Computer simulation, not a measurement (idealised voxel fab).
Process module name: voxel double patterning
This is section cut - it's 190 nm across, gridded in 5 nm square cells.
A cross-section is written here as square cells arranged in a grid, and it is given in bands from the top down, each band taking up one or more rows of cells.
Top height, bottom height, nm. Materials left to right, width each, nm. Single material + "throughout" = fills band edge to edge. "air" = empty.
Counting heights begins at 0, where everything beneath is, in the wafer as received, one material. The lowest band has no bottom; it goes on downwards, as "0 and below" shows.
Per-row width for "30..40": begins at first number (top row of band), ends at second number (bottom row), increment between rows held constant.
"no modification" for a step: no cell of the cross-section changed in that step.
"Closed-off voids": sealed empty spaces, 8 cells or more, no open way to top, listed width x height at distance, with distance from the left edge and width, height and distance in nm.
Formally, on a step line, whatever follows the settings is a remark that the simulator itself makes on the step.
Among the settings permitted on a step's line is "overlay nm"; applied to a step with a mask, it specifies the extent to which the mask lay to the right of its planned position, whereas a negative figure signifies a position to the left.
[Steps in the process plan]
- 1: RECEIVE,material Si
- 2: CONFORMAL_DEP,material SiO2,thk nm 10
- 3: DIRECTIONAL_DEP,material polySi,thk nm 15
- 4: DIRECTIONAL_DEP,material SiN,thk nm 5
- 5: DIRECTIONAL_DEP,material aC,thk nm 10
- 6: PATTERN,tone open,mask id FIRST,material resist,width nm 15,pitch nm 50,thk nm 30,overlay nm 0
- 7: DIRECTIONAL_ETCH,etch materials aC,depth nm 10
- 8: STRIP,etch materials resist
- 9: DIRECTIONAL_ETCH,etch materials SiN,depth nm 5
- 10: STRIP,etch materials aC
- 11: MASKED_ETCH,tone open,mask id SECOND,width nm 15,pitch nm 50,etch materials SiN,depth nm 5,overlay nm 0
- 12: DIRECTIONAL_ETCH,etch materials polySi,depth nm 15
- 13: STRIP,etch materials SiN
[Incoming wafer, cross-sectional view, post step 1]
- 0 and below: Si throughout
- Closed-off voids: none
[Final cross-section, module run with one mistake (start and plan as above)]
- 15 down to 0: polySi 35 / air 15 / polySi 10 / air 15 / polySi 10 / air 15 / polySi 10 / air 15 / polySi 10 / air 15 / polySi 40
- 0 and below: Si throughout
- Closed-off voids: none
what went wrong: step 2 in the plan did not get run; it was skipped
